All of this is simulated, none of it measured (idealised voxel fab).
process module | voxel gate over fins
cross-section cut | 280 nm wide | cells 5 nm
A cross-section is a grid of square cells, given in bands from the top down. A band is one or more rows of cells.
Each band's line starts with the height of the band's top and of its bottom, in nm. Then come its materials from left to right, each with its width in nm. One material with "throughout" fills the band from edge to edge. "air" is empty space.
Height 0 is the level under which the wafer as received is all one material. The lowest band goes on downwards, as in "0 down".
A width such as "30 to 40" changes by the same amount from each row of cells to the next, from the band's top row to its bottom row.
"no change" after a step means that no cell of the cross-section changed.
closed voids: empty space of 8 cells or more with no open way to the top, each as width x height at its distance from the left edge, in nm
after a step's settings: what the simulator itself notes on the step
overlay nm, on a step with a mask: how far to the right of its planned place the mask lay; to the left if negative
plan
1 op RECEIVE | material Si
2 op CONFORMAL_DEP | material SiN | thk nm 10
3 op DIRECTIONAL_DEP | material aC | thk nm 10
4 op PATTERN | tone cover | mask id FINS | material resist | width nm 15 | pitch nm 60 | thk nm 30 | overlay nm 0
5 op DIRECTIONAL_ETCH | etch materials aC | depth nm 10
6 op STRIP | etch materials resist
7 op DIRECTIONAL_ETCH | etch materials SiN | depth nm 10
8 op DIRECTIONAL_ETCH | etch materials Si | depth nm 35
9 op STRIP | etch materials aC
10 op FILL_DEP | material SiO2 | thk nm 15
11 op CMP | height nm 10
12 op DIRECTIONAL_DEP | material aC | thk nm 10
13 op PATTERN | tone open | mask id RAIL | material resist | width nm 15 | thk nm 25 | overlay nm 0
14 op DIRECTIONAL_ETCH | etch materials aC | depth nm 10
15 op STRIP | etch materials resist
16 op DIRECTIONAL_ETCH | etch materials SiO2 | depth nm 40
17 op STRIP | etch materials aC
18 op CONFORMAL_DEP | material TiN | thk nm 5
19 op FILL_DEP | material W | thk nm 5
20 op CMP | height nm 10
21 op SELECTIVE_ETCH | etch materials W Ru TiN | depth nm 30
22 op FILL_DEP | material SiO2 | thk nm 5
23 op CMP | height nm 10
24 op SELECTIVE_ETCH | etch materials SiO2 | depth nm 25
25 op STRIP | etch materials SiN
26 op CONFORMAL_DEP | material HfO2 | thk nm 5
27 op CONFORMAL_DEP | material TiN | thk nm 5
28 op CONFORMAL_DEP | material TiAl | thk nm 5
29 op CONFORMAL_DEP | material TiN | thk nm 5
30 op FILL_DEP | material W | thk nm 10
31 op CMP | height nm 25
32 op CONFORMAL_DEP | material SiCN | thk nm 10
as received, after step 1
  0 down: Si throughout
  closed voids: none
a wafer at the end: this start, this plan, one mistake
  35 to 25: SiCN throughout
  25 to 15: W throughout
  15 to 5: W 25 | TiN 45 | W 15 | TiN 45 | W 15 | TiN 45 | W 15 | TiN 45 | W 30
  5 to 0: W 25 | TiN 10 | HfO2 25 | TiN 10 | W 15 | TiN 10 | HfO2 25 | TiN 10 | W 15 | TiN 10 | HfO2 25 | TiN 10 | W 15 | TiN 10 | HfO2 25 | TiN 10 | W 30
  0 to -10: TiN 35 | HfO2 5 | Si 15 | HfO2 5 | TiN 35 | HfO2 5 | Si 15 | HfO2 5 | TiN 35 | HfO2 5 | Si 15 | HfO2 5 | TiN 35 | HfO2 5 | Si 15 | HfO2 5 | TiN 40
  -10 to -15: HfO2 40 | Si 15 | HfO2 45 | Si 15 | HfO2 45 | Si 15 | HfO2 45 | Si 15 | HfO2 45
  -15 to -20: SiO2 40 | Si 15 | SiO2 45 | Si 15 | SiO2 45 | Si 15 | SiO2 45 | Si 15 | SiO2 45
  -20 to -25: SiO2 40 | Si 15 | SiO2 15 | TiN 5 | W 5 | TiN 5 | SiO2 15 | Si 15 | SiO2 45 | Si 15 | SiO2 45 | Si 15 | SiO2 45
  -25 to -30: SiO2 40 | Si 15 | SiO2 15 | TiN 15 | SiO2 15 | Si 15 | SiO2 45 | Si 15 | SiO2 45 | Si 15 | SiO2 45
  -30 to -35: SiO2 40 | Si 15 | SiO2 45 | Si 15 | SiO2 45 | Si 15 | SiO2 45 | Si 15 | SiO2 45
  -35 down: Si throughout
  closed voids: none
what went wrong: step 28 was left out
